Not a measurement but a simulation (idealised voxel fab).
Process module in this document: voxel capacitor over wiring
This is section cut - it's 265 nm across, gridded in 5 nm square cells.
Cross-section = grid of square cells, listed top down in bands; band = one or more rows. Quick guide to a band line: top height, bottom height (nm) up front; then every material left to right with its width in nm. Only one material and it's marked "edge to edge"? Then it fills the band edge to edge. And "empty" just means empty space. Heights are measured from 0, the level below which the as-received wafer is all one material; the lowest band has no bottom and continues downward, written as in "top 0, no bottom". Read "30 to 40" as a graded width: first number on top, second number at the bottom, same change between each pair of neighbouring rows. "nothing changed" -> step changed no cross-section cell. The entry "Internal closed voids" lists the empty spaces that cover at least 8 cells and have no open path to the top. Each is written as width x height at distance, where the distance is measured from the left edge and all three values are in nm. after a step's settings: what the simulator itself notes on the step. overlay nm: how far to the right of its planned place the mask lay on this masked step (negative: to the left).
Process steps (planned):
1. RECEIVE: material Si
2. CONFORMAL_DEP: material SiO2, thk nm 10
3. DIRECTIONAL_DEP: material TiN, thk nm 5
4. DIRECTIONAL_DEP: material W, thk nm 20
5. PATTERN: tone cover, mask id METAL_1, material resist, width nm 25, pitch nm 75, thk nm 20, overlay nm 0
6. DIRECTIONAL_ETCH: etch materials W, depth nm 20
7. DIRECTIONAL_ETCH: etch materials TiN, depth nm 5
8. STRIP: etch materials resist
9. FILL_DEP: material lowk, thk nm 10
10. CMP: height nm 35
11. CONFORMAL_DEP: material SiCN, thk nm 5
12. DIRECTIONAL_DEP: material lowk, thk nm 20
13. DIRECTIONAL_DEP: material aC, thk nm 15
14. PATTERN: tone open, mask id PLUG_1, material resist, width nm 15, thk nm 30, overlay nm 0
15. DIRECTIONAL_ETCH: etch materials aC, depth nm 15
16. STRIP: etch materials resist
17. DIRECTIONAL_ETCH: etch materials lowk, depth nm 20
18. DIRECTIONAL_ETCH: etch materials SiCN, depth nm 5
19. STRIP: etch materials aC
20. EPI: material Ru, thk nm 10
21. EPI: material Ru, thk nm 10
22. EPI: material Ru, thk nm 5
23. DIRECTIONAL_DEP: material TiN, thk nm 5
24. DIRECTIONAL_DEP: material SiN, thk nm 5
25. DIRECTIONAL_DEP: material TiN, thk nm 10
26. DIRECTIONAL_DEP: material aC, thk nm 15
27. PATTERN: tone cover, mask id UPPER_PLATE, material resist, width nm 55, thk nm 30, overlay nm 0
28. DIRECTIONAL_ETCH: etch materials aC, depth nm 15
29. STRIP: etch materials resist
30. DIRECTIONAL_ETCH: etch materials TiN, depth nm 10
31. DIRECTIONAL_ETCH: etch materials SiN, depth nm 5
32. STRIP: etch materials aC
33. MASKED_ETCH: tone cover, mask id LOWER_PLATE, width nm 65, etch materials TiN, depth nm 5, overlay nm 0
34. FILL_DEP: material SiO2, thk nm 15
35. CMP: height nm 90
36. DIRECTIONAL_DEP: material aC, thk nm 15
37. PATTERN: tone open, mask id PLUG_2, material resist, width nm 15, thk nm 30, overlay nm 0
38. DIRECTIONAL_ETCH: etch materials aC, depth nm 15
39. STRIP: etch materials resist
40. DIRECTIONAL_ETCH: etch materials SiO2, depth nm 10
41. STRIP: etch materials aC
42. CONFORMAL_DEP: material TiN, thk nm 5
43. FILL_DEP: material W, thk nm 10
44. CMP: height nm 90
45. CONFORMAL_DEP: material SiCN, thk nm 5
Incoming wafer in cross-section (state: after step 1):
top 0, no bottom  Si edge to edge
Internal closed voids: none
Post-module cross-section: identical start and plan to those above, one misstep in execution:
top 95, bottom 90  SiCN edge to edge
top 90, bottom 85  SiO2 (100), TiN (5), W (5), TiN (5), SiO2 (150)
top 85, bottom 75  SiO2 (100 to 105), TiN (15 to 40), SiO2 (150 to 120)
top 75, bottom 70  SiO2 (90), TiN (55), SiO2 (120)
top 70, bottom 65  SiO2 (90), TiN (15), SiN (40), SiO2 (120)
top 65, bottom 60  SiO2 (85), TiN (5), SiN (15), TiN (45), SiO2 (115)
top 60, bottom 55  SiCN (90), TiN (15), SiCN (160)
top 55, bottom 35  lowk edge to edge
top 35, bottom 15  lowk (80), W (25), lowk (50), W (25), lowk (85)
top 15, bottom 10  lowk (80), TiN (25), lowk (50), TiN (25), lowk (85)
top 10, bottom 0  SiO2 edge to edge
top 0, no bottom  Si edge to edge
Internal closed voids: none
Against the plan, the run slipped here: step 11 ran in the slot meant for step 12, and vice versa
